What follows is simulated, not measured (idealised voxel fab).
Process module, titled voxel released beams
Each square cell in cross-section cut measures 5 nm, and the section as a whole is 255 nm wide.
Each cross-section below is a grid of square cells, stated as bands in top-down order, with one or more rows of cells making up each band.
Each band's line starts with the height of the band's top and of its bottom, in nm. Then come its materials from left to right, each with its width in nm. One material with "edge to edge" fills the band from edge to edge. "blank" is empty space.
Convention: height 0 is the level below which the wafer, as received, is all one material. The lowest band does not terminate at the bottom but continues downward, represented as "from 0 down".
Read "30 to 40" as a graded width: first number on top, second number at the bottom, same change between each pair of neighbouring rows.
The designation "no modifications", where it is given for a processing step, indicates that no cell of the cross-section was altered in the course of that step.
"Encapsulated voids" enumerates empty spaces isolated from the top, with no open way to it, that contain at least 8 cells, giving each as width x height at distance from the left edge, all three in nm.
Whatever follows a step's settings on its line is a remark the simulator itself makes about that step.
overlay nm: where the mask lay relative to plan, measured to the right, on steps with a mask; negatives go left.

# Intended process steps
step 1: RECEIVE | material Si
step 2: CONFORMAL_DEP | material Al2O3 | thk nm 5
step 3: DIRECTIONAL_DEP | material SiO2 | thk nm 15
step 4: MASKED_ETCH | tone open | mask id ANCHOR | width nm 40 | etch materials SiO2 | depth nm 15 | overlay nm 0
step 5: CONFORMAL_DEP | material polySi | thk nm 15
step 6: MASKED_ETCH | tone cover | mask id BEAM | width nm 125 | etch materials polySi | depth nm 15 | overlay nm 0
step 7: STRIP | etch materials SiO2

# as received, after step 1
    from 0 down = Si edge to edge
    Encapsulated voids: none

# End-of-module XS, first of two wafers, run as planned
    from 35 to 20 = blank 60, then polySi 20, then blank 10, then polySi 95, then blank 70
    from 20 to 5 = blank 65, then polySi 40, then blank 150
    from 5 to 0 = Al2O3 edge to edge
    from 0 down = Si edge to edge
    Encapsulated voids: none

# Second wafer cross-section at end of module - shared start and plan with the first, one mistake in the run
    from 0 down = Si edge to edge
    Encapsulated voids: none
Nonconformance to the process plan: planned and actual differ for step 2; actual: CONFORMAL_DEP | material SiO2 | thk nm 5
Final difference in cells, second wafer against first, listed per material as more or fewer: Al2O3 -51; polySi -93
